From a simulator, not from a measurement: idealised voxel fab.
The following is a process module called voxel capacitor over wiring.
Displayed cross-section: cut, width of 280 nm, square cells sized 5 nm.
Throughout this document, each cross-section is represented as a grid of square cells and is presented as a sequence of bands enumerated from the top downward, where a band comprises one or more rows of cells.
Top height, bottom height, nm. Materials left to right, width each, nm. Single material + "throughout" = fills band edge to edge. "blank" = empty.
Basically, 0 is our baseline, since under it the wafer straight out of the box is all one material. The bottom band has no lower end and keeps on going down, so it looks like "top 0, no bottom".
Top row gets the first number, bottom row gets the second, and each row in between changes by the same step: that is how a band width like "30..40" works.
No cell of the cross-section changed in a step that is given as "remained the same".
Any empty space of 8 cells or more lacking an open way to the top shows up in "Closed internal cavities" as width x height at distance, distance from the left edge, in nm.
Note: text after step settings on the step line = simulator remark on that step.
"overlay nm" answers the question of how far to the right of plan the mask lay on a step that has a mask, and when it is negative the answer is to the left.

[Set out below are the planned steps of the process]
- 1: RECEIVE, material Si
- 2: CONFORMAL_DEP, material SiO2, thk nm 15
- 3: CONFORMAL_DEP, material SiCN, thk nm 5
- 4: DIRECTIONAL_DEP, material lowk, thk nm 15
- 5: MASKED_ETCH, tone open, mask id METAL_1, width nm 25, pitch nm 90, etch materials lowk, depth nm 15, overlay nm 0
- 6: MASKED_ETCH, tone open, mask id METAL_1, width nm 25, pitch nm 90, etch materials SiCN, depth nm 5, overlay nm 0
- 7: CONFORMAL_DEP, material TiN, thk nm 5
- 8: FILL_DEP, material Cu, thk nm 5
- 9: CMP, height nm 35
- 10: CONFORMAL_DEP, material SiCN, thk nm 5
- 11: DIRECTIONAL_DEP, material SiO2, thk nm 20
- 12: MASKED_ETCH, tone open, mask id PLUG_1, width nm 15, etch materials SiO2, depth nm 20, overlay nm 0
- 13: MASKED_ETCH, tone open, mask id PLUG_1, width nm 15, etch materials SiCN, depth nm 5, overlay nm 0
- 14: EPI, material Ru, thk nm 10
- 15: EPI, material Ru, thk nm 10
- 16: EPI, material Ru, thk nm 5
- 17: DIRECTIONAL_DEP, material TiN, thk nm 10
- 18: DIRECTIONAL_DEP, material Al2O3, thk nm 5
- 19: DIRECTIONAL_DEP, material TiN, thk nm 5
- 20: PATTERN, tone cover, mask id UPPER_PLATE, material resist, width nm 70, thk nm 15, overlay nm 0
- 21: DIRECTIONAL_ETCH, etch materials TiN, depth nm 5
- 22: DIRECTIONAL_ETCH, etch materials Al2O3, depth nm 5
- 23: STRIP, etch materials resist
- 24: MASKED_ETCH, tone cover, mask id LOWER_PLATE, width nm 80, etch materials TiN, depth nm 10, overlay nm 0
- 25: FILL_DEP, material SiO2, thk nm 20
- 26: CMP, height nm 95
- 27: PATTERN, tone open, mask id PLUG_2, material resist, width nm 15, thk nm 20, overlay nm 0
- 28: DIRECTIONAL_ETCH, etch materials SiO2, depth nm 15
- 29: STRIP, etch materials resist
- 30: CONFORMAL_DEP, material TiN, thk nm 5
- 31: FILL_DEP, material W, thk nm 10
- 32: CMP, height nm 95
- 33: CONFORMAL_DEP, material SiCN, thk nm 5

[Below: the first of two wafers, run as planned]

[Cross-section: wafer on arrival = after step 1]
- top 0, no bottom  Si throughout
- Closed internal cavities: none

[Upon completion of step 2, the wafer appears in cross-section as shown]
- top 15, bottom 0  SiO2 throughout
- Whatever lies below 0 is exactly as it was before.

[Upon completion of step 3, the wafer appears in cross-section as shown]
- top 20, bottom 15  SiCN throughout
- Whatever lies below 15 is exactly as it was before.

[Upon completion of step 4, the wafer appears in cross-section as shown]
- top 35, bottom 20  lowk throughout
- Whatever lies below 20 is exactly as it was before.

[Upon completion of step 5, the wafer appears in cross-section as shown]
- top 35, bottom 20  80 lowk, 25 blank, 65 lowk, 25 blank, 85 lowk
- Whatever lies below 20 is exactly as it was before.

[Upon completion of step 6, the wafer appears in cross-section as shown]
- top 35, bottom 20  80 lowk, 25 blank, 65 lowk, 25 blank, 85 lowk
- top 20, bottom 15  80 SiCN, 25 blank, 65 SiCN, 25 blank, 85 SiCN
- Whatever lies below 15 is exactly as it was before.

[Upon completion of step 7, the wafer appears in cross-section as shown]
- top 40, bottom 35  85 TiN, 15 blank, 75 TiN, 15 blank, 90 TiN
- top 35, bottom 20  80 lowk, 5 TiN, 15 blank, 5 TiN, 65 lowk, 5 TiN, 15 blank, 5 TiN, 85 lowk
- top 20, bottom 15  80 SiCN, 25 TiN, 65 SiCN, 25 TiN, 85 SiCN
- Whatever lies below 15 is exactly as it was before.

[Upon completion of step 8, the wafer appears in cross-section as shown]
- top 45, bottom 40  Cu throughout
- top 40, bottom 35  85 TiN, 15 Cu, 75 TiN, 15 Cu, 90 TiN
- top 35, bottom 20  80 lowk, 5 TiN, 15 Cu, 5 TiN, 65 lowk, 5 TiN, 15 Cu, 5 TiN, 85 lowk
- Whatever lies below 20 is exactly as it was before.

[Upon completion of step 9, the wafer appears in cross-section as shown]
- top 35, bottom 20  80 lowk, 5 TiN, 15 Cu, 5 TiN, 65 lowk, 5 TiN, 15 Cu, 5 TiN, 85 lowk
- Whatever lies below 20 is exactly as it was before.

[Upon completion of step 10, the wafer appears in cross-section as shown]
- top 40, bottom 35  SiCN throughout
- Whatever lies below 35 is exactly as it was before.

[Upon completion of step 11, the wafer appears in cross-section as shown]
- top 60, bottom 40  SiO2 throughout
- Whatever lies below 40 is exactly as it was before.

[Upon completion of step 12, the wafer appears in cross-section as shown]
- top 60, bottom 40  90 SiO2, 15 blank, 175 SiO2
- Whatever lies below 40 is exactly as it was before.

[Upon completion of step 13, the wafer appears in cross-section as shown]
- top 60, bottom 40  90 SiO2, 15 blank, 175 SiO2
- top 40, bottom 35  90 SiCN, 15 blank, 175 SiCN
- Whatever lies below 35 is exactly as it was before.

[Upon completion of step 14, the wafer appears in cross-section as shown]
- top 60, bottom 45  90 SiO2, 15 blank, 175 SiO2
- top 45, bottom 40  90 SiO2, 15 Ru, 175 SiO2
- top 40, bottom 35  90 SiCN, 15 Ru, 175 SiCN
- Whatever lies below 35 is exactly as it was before.

[Upon completion of step 15, the wafer appears in cross-section as shown]
- top 60, bottom 55  90 SiO2, 15 blank, 175 SiO2
- top 55, bottom 40  90 SiO2, 15 Ru, 175 SiO2
- Whatever lies below 40 is exactly as it was before.

[Upon completion of step 16, the wafer appears in cross-section as shown]
- top 60, bottom 40  90 SiO2, 15 Ru, 175 SiO2
- Whatever lies below 40 is exactly as it was before.

[Upon completion of step 17, the wafer appears in cross-section as shown]
- top 70, bottom 60  TiN throughout
- Whatever lies below 60 is exactly as it was before.

[Upon completion of step 18, the wafer appears in cross-section as shown]
- top 75, bottom 70  Al2O3 throughout
- Whatever lies below 70 is exactly as it was before.

[Upon completion of step 19, the wafer appears in cross-section as shown]
- top 80, bottom 75  TiN throughout
- Whatever lies below 75 is exactly as it was before.

[Upon completion of step 20, the wafer appears in cross-section as shown]
- top 95, bottom 80  90 blank, 70 resist, 120 blank
- Whatever lies below 80 is exactly as it was before.

[Upon completion of step 21, the wafer appears in cross-section as shown]
- top 95, bottom 80  90 blank, 70 resist, 120 blank
- top 80, bottom 75  90 blank, 70 TiN, 120 blank
- Whatever lies below 75 is exactly as it was before.

[Upon completion of step 22, the wafer appears in cross-section as shown]
- top 95, bottom 80  90 blank, 70 resist, 120 blank
- top 80, bottom 75  90 blank, 70 TiN, 120 blank
- top 75, bottom 70  90 blank, 70 Al2O3, 120 blank
- Whatever lies below 70 is exactly as it was before.

[Upon completion of step 23, the wafer appears in cross-section as shown]
- top 80, bottom 75  90 blank, 70 TiN, 120 blank
- Whatever lies below 75 is exactly as it was before.

[Upon completion of step 24, the wafer appears in cross-section as shown]
- top 80, bottom 75  90 blank, 70 TiN, 120 blank
- top 75, bottom 70  90 blank, 70 Al2O3, 120 blank
- top 70, bottom 60  85 blank, 80 TiN, 115 blank
- Whatever lies below 60 is exactly as it was before.

[Upon completion of step 25, the wafer appears in cross-section as shown]
- top 100, bottom 80  SiO2 throughout
- top 80, bottom 75  90 SiO2, 70 TiN, 120 SiO2
- top 75, bottom 70  90 SiO2, 70 Al2O3, 120 SiO2
- top 70, bottom 60  85 SiO2, 80 TiN, 115 SiO2
- Whatever lies below 60 is exactly as it was before.

[Upon completion of step 26, the wafer appears in cross-section as shown]
- top 95, bottom 80  SiO2 throughout
- Whatever lies below 80 is exactly as it was before.

[Upon completion of step 27, the wafer appears in cross-section as shown]
- top 115, bottom 95  100 resist, 15 blank, 165 resist
- Whatever lies below 95 is exactly as it was before.

[Upon completion of step 28, the wafer appears in cross-section as shown]
- top 115, bottom 95  100 resist, 15 blank, 165 resist
- top 95, bottom 80  100 SiO2, 15 blank, 165 SiO2
- Whatever lies below 80 is exactly as it was before.

[Upon completion of step 29, the wafer appears in cross-section as shown]
- top 95, bottom 80  100 SiO2, 15 blank, 165 SiO2
- Whatever lies below 80 is exactly as it was before.

[Upon completion of step 30, the wafer appears in cross-section as shown]
- top 100, bottom 95  105 TiN, 5 blank, 170 TiN
- top 95, bottom 85  100 SiO2, 5 TiN, 5 blank, 5 TiN, 165 SiO2
- top 85, bottom 75  100..90 SiO2, 15..70 TiN, 165..120 SiO2
- Whatever lies below 75 is exactly as it was before.

[Upon completion of step 31, the wafer appears in cross-section as shown]
- top 110, bottom 100  W throughout
- top 100, bottom 95  105 TiN, 5 W, 170 TiN
- top 95, bottom 85  100 SiO2, 5 TiN, 5 W, 5 TiN, 165 SiO2
- Whatever lies below 85 is exactly as it was before.

[Upon completion of step 32, the wafer appears in cross-section as shown]
- top 95, bottom 85  100 SiO2, 5 TiN, 5 W, 5 TiN, 165 SiO2
- Whatever lies below 85 is exactly as it was before.

[Upon completion of step 33, the wafer appears in cross-section as shown]
- top 100, bottom 95  SiCN throughout
- Whatever lies below 95 is exactly as it was before.

[Second wafer, same starting state and plan as the first, one mistake in the run, identical through step 1]

[Cross-section of the second wafer corresponding to the planned conclusion of step 2]
- top 15, bottom 0  Ru throughout
- Whatever lies below 0 is exactly as it was before.

[Cross-section of the second wafer corresponding to the planned conclusion of step 3]
- top 20, bottom 15  SiCN throughout
- Whatever lies below 15 is exactly as it was before.

[Cross-section of the second wafer corresponding to the planned conclusion of step 4]
- top 35, bottom 20  lowk throughout
- Whatever lies below 20 is exactly as it was before.

[Cross-section of the second wafer corresponding to the planned conclusion of step 5]
- top 35, bottom 20  80 lowk, 25 blank, 65 lowk, 25 blank, 85 lowk
- Whatever lies below 20 is exactly as it was before.

[Cross-section of the second wafer corresponding to the planned conclusion of step 6]
- top 35, bottom 20  80 lowk, 25 blank, 65 lowk, 25 blank, 85 lowk
- top 20, bottom 15  80 SiCN, 25 blank, 65 SiCN, 25 blank, 85 SiCN
- Whatever lies below 15 is exactly as it was before.

[Cross-section of the second wafer corresponding to the planned conclusion of step 7]
- top 40, bottom 35  85 TiN, 15 blank, 75 TiN, 15 blank, 90 TiN
- top 35, bottom 20  80 lowk, 5 TiN, 15 blank, 5 TiN, 65 lowk, 5 TiN, 15 blank, 5 TiN, 85 lowk
- top 20, bottom 15  80 SiCN, 25 TiN, 65 SiCN, 25 TiN, 85 SiCN
- Whatever lies below 15 is exactly as it was before.

[Cross-section of the second wafer corresponding to the planned conclusion of step 8]
- top 45, bottom 40  Cu throughout
- top 40, bottom 35  85 TiN, 15 Cu, 75 TiN, 15 Cu, 90 TiN
- top 35, bottom 20  80 lowk, 5 TiN, 15 Cu, 5 TiN, 65 lowk, 5 TiN, 15 Cu, 5 TiN, 85 lowk
- Whatever lies below 20 is exactly as it was before.

[Cross-section of the second wafer corresponding to the planned conclusion of step 9]
- top 35, bottom 20  80 lowk, 5 TiN, 15 Cu, 5 TiN, 65 lowk, 5 TiN, 15 Cu, 5 TiN, 85 lowk
- Whatever lies below 20 is exactly as it was before.

[Cross-section of the second wafer corresponding to the planned conclusion of step 10]
- top 40, bottom 35  SiCN throughout
- Whatever lies below 35 is exactly as it was before.

[Cross-section of the second wafer corresponding to the planned conclusion of step 11]
- top 60, bottom 40  SiO2 throughout
- Whatever lies below 40 is exactly as it was before.

[Cross-section of the second wafer corresponding to the planned conclusion of step 12]
- top 60, bottom 40  90 SiO2, 15 blank, 175 SiO2
- Whatever lies below 40 is exactly as it was before.

[Cross-section of the second wafer corresponding to the planned conclusion of step 13]
- top 60, bottom 40  90 SiO2, 15 blank, 175 SiO2
- top 40, bottom 35  90 SiCN, 15 blank, 175 SiCN
- Whatever lies below 35 is exactly as it was before.

[Cross-section of the second wafer corresponding to the planned conclusion of step 14]
- top 60, bottom 45  90 SiO2, 15 blank, 175 SiO2
- top 45, bottom 40  90 SiO2, 15 Ru, 175 SiO2
- top 40, bottom 35  90 SiCN, 15 Ru, 175 SiCN
- Whatever lies below 35 is exactly as it was before.

[Cross-section of the second wafer corresponding to the planned conclusion of step 15]
- top 60, bottom 55  90 SiO2, 15 blank, 175 SiO2
- top 55, bottom 40  90 SiO2, 15 Ru, 175 SiO2
- Whatever lies below 40 is exactly as it was before.

[Cross-section of the second wafer corresponding to the planned conclusion of step 16]
- top 60, bottom 40  90 SiO2, 15 Ru, 175 SiO2
- Whatever lies below 40 is exactly as it was before.

[Cross-section of the second wafer corresponding to the planned conclusion of step 17]
- top 70, bottom 60  TiN throughout
- Whatever lies below 60 is exactly as it was before.

[Cross-section of the second wafer corresponding to the planned conclusion of step 18]
- top 75, bottom 70  Al2O3 throughout
- Whatever lies below 70 is exactly as it was before.

[Cross-section of the second wafer corresponding to the planned conclusion of step 19]
- top 80, bottom 75  TiN throughout
- Whatever lies below 75 is exactly as it was before.

[Cross-section of the second wafer corresponding to the planned conclusion of step 20]
- top 95, bottom 80  90 blank, 70 resist, 120 blank
- Whatever lies below 80 is exactly as it was before.

[Cross-section of the second wafer corresponding to the planned conclusion of step 21]
- top 95, bottom 80  90 blank, 70 resist, 120 blank
- top 80, bottom 75  90 blank, 70 TiN, 120 blank
- Whatever lies below 75 is exactly as it was before.

[Cross-section of the second wafer corresponding to the planned conclusion of step 22]
- top 95, bottom 80  90 blank, 70 resist, 120 blank
- top 80, bottom 75  90 blank, 70 TiN, 120 blank
- top 75, bottom 70  90 blank, 70 Al2O3, 120 blank
- Whatever lies below 70 is exactly as it was before.

[Cross-section of the second wafer corresponding to the planned conclusion of step 23]
- top 80, bottom 75  90 blank, 70 TiN, 120 blank
- Whatever lies below 75 is exactly as it was before.

[Cross-section of the second wafer corresponding to the planned conclusion of step 24]
- top 80, bottom 75  90 blank, 70 TiN, 120 blank
- top 75, bottom 70  90 blank, 70 Al2O3, 120 blank
- top 70, bottom 60  85 blank, 80 TiN, 115 blank
- Whatever lies below 60 is exactly as it was before.

[Cross-section of the second wafer corresponding to the planned conclusion of step 25]
- top 100, bottom 80  SiO2 throughout
- top 80, bottom 75  90 SiO2, 70 TiN, 120 SiO2
- top 75, bottom 70  90 SiO2, 70 Al2O3, 120 SiO2
- top 70, bottom 60  85 SiO2, 80 TiN, 115 SiO2
- Whatever lies below 60 is exactly as it was before.

[Cross-section of the second wafer corresponding to the planned conclusion of step 26]
- top 95, bottom 80  SiO2 throughout
- Whatever lies below 80 is exactly as it was before.

[Cross-section of the second wafer corresponding to the planned conclusion of step 27]
- top 115, bottom 95  100 resist, 15 blank, 165 resist
- Whatever lies below 95 is exactly as it was before.

[Cross-section of the second wafer corresponding to the planned conclusion of step 28]
- top 115, bottom 95  100 resist, 15 blank, 165 resist
- top 95, bottom 80  100 SiO2, 15 blank, 165 SiO2
- Whatever lies below 80 is exactly as it was before.

[Cross-section of the second wafer corresponding to the planned conclusion of step 29]
- top 95, bottom 80  100 SiO2, 15 blank, 165 SiO2
- Whatever lies below 80 is exactly as it was before.

[Cross-section of the second wafer corresponding to the planned conclusion of step 30]
- top 100, bottom 95  105 TiN, 5 blank, 170 TiN
- top 95, bottom 85  100 SiO2, 5 TiN, 5 blank, 5 TiN, 165 SiO2
- top 85, bottom 75  100..90 SiO2, 15..70 TiN, 165..120 SiO2
- Whatever lies below 75 is exactly as it was before.

[Cross-section of the second wafer corresponding to the planned conclusion of step 31]
- top 110, bottom 100  W throughout
- top 100, bottom 95  105 TiN, 5 W, 170 TiN
- top 95, bottom 85  100 SiO2, 5 TiN, 5 W, 5 TiN, 165 SiO2
- Whatever lies below 85 is exactly as it was before.

[Cross-section of the second wafer corresponding to the planned conclusion of step 32]
- top 95, bottom 85  100 SiO2, 5 TiN, 5 W, 5 TiN, 165 SiO2
- Whatever lies below 85 is exactly as it was before.

[Cross-section of the second wafer corresponding to the planned conclusion of step 33]
- top 100, bottom 95  SiCN throughout
- Whatever lies below 95 is exactly as it was before.
what went wrong: step 2 changed vs plan, executed as CONFORMAL_DEP, material Ru, thk nm 15
Upon completion, the second wafer contains, in terms of cells, a greater or smaller amount of certain materials than the first wafer: +168 Ru | -168 SiO2
